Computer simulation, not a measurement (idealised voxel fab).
A process module follows: voxel fin reveal.
Pictured: cross-section cut, 255 nm wide, on a grid of 5 nm square cells.
Think of the cross-section as a grid of square cells. We describe it in bands, top to bottom, and each band covers one or more rows of those cells. This entry defines a band. It first specifies the height of the band's top and the height of its bottom in nm, and then specifies the band's materials from left to right, stating each material with its width in nm. The word "edge to edge" identifies a single material that fills the band from edge to edge, while the word "blank" identifies empty space. The reference from which all heights are counted is 0, the level beneath which the as-received wafer is entirely one material; the lowest band, having no lower bound, proceeds downward and is written after the example "0 -> down". A width given as "30 to 40" starts at the first number in the band's top row and ends at the second number in its bottom row, shifting by an equal amount at every step from row to row. No cell of the cross-section changed in a step that is given as "remained the same". In "Trapped cavities" the enclosed voids are listed, meaning empty spaces of 8 cells or larger without any opening to the top. The form is width x height at distance, distance from the left edge, units nm. The remark found on a step's line after its settings is issued by the simulator itself and pertains to that step. If you see "overlay nm" on a step's line and that step has a mask, it's telling you how far right of where it was planned the mask ended up; a negative number means it went left instead.
# Process steps (planned)
- 1: RECEIVE: material Si
- 2: CONFORMAL_DEP: material SiN, thk nm 10
- 3: PATTERN: tone cover, mask id FINS, material resist, width nm 15, pitch nm 40, thk nm 15, overlay nm 0
- 4: DIRECTIONAL_ETCH: etch materials SiN, depth nm 10
- 5: DIRECTIONAL_ETCH: etch materials Si, depth nm 35
- 6: STRIP: etch materials resist
- 7: OXIDIZE: depth nm 5
- 8: FILL_DEP: material SiO2, thk nm 15
- 9: CMP: height nm 10
- 10: SELECTIVE_ETCH: etch materials SiO2, depth nm 35
- 11: STRIP: etch materials SiN
# Cross-section of the wafer upon arrival, representing the state reached after step 1
  0 -> down: Si edge to edge
  Trapped cavities: none
# Cross-section, end of module. Start: as above. Plan: as above. Execution: one mistake
  0 -> -25: blank: 85, Si: 10, blank: 30, Si: 10, blank: 30, Si: 10, blank: 80
  -25 -> -40: SiO2: 85, Si: 10, SiO2: 30, Si: 10, SiO2: 30, Si: 10, SiO2: 80
  -40 -> down: Si edge to edge
  Trapped cavities: none
The mistake made against the process plan was this: step 3 was run on a setting that differed from the plan, and what really ran there is PATTERN: tone cover, mask id FINS, material resist, width nm 20, pitch nm 40, thk nm 15, overlay nm 0
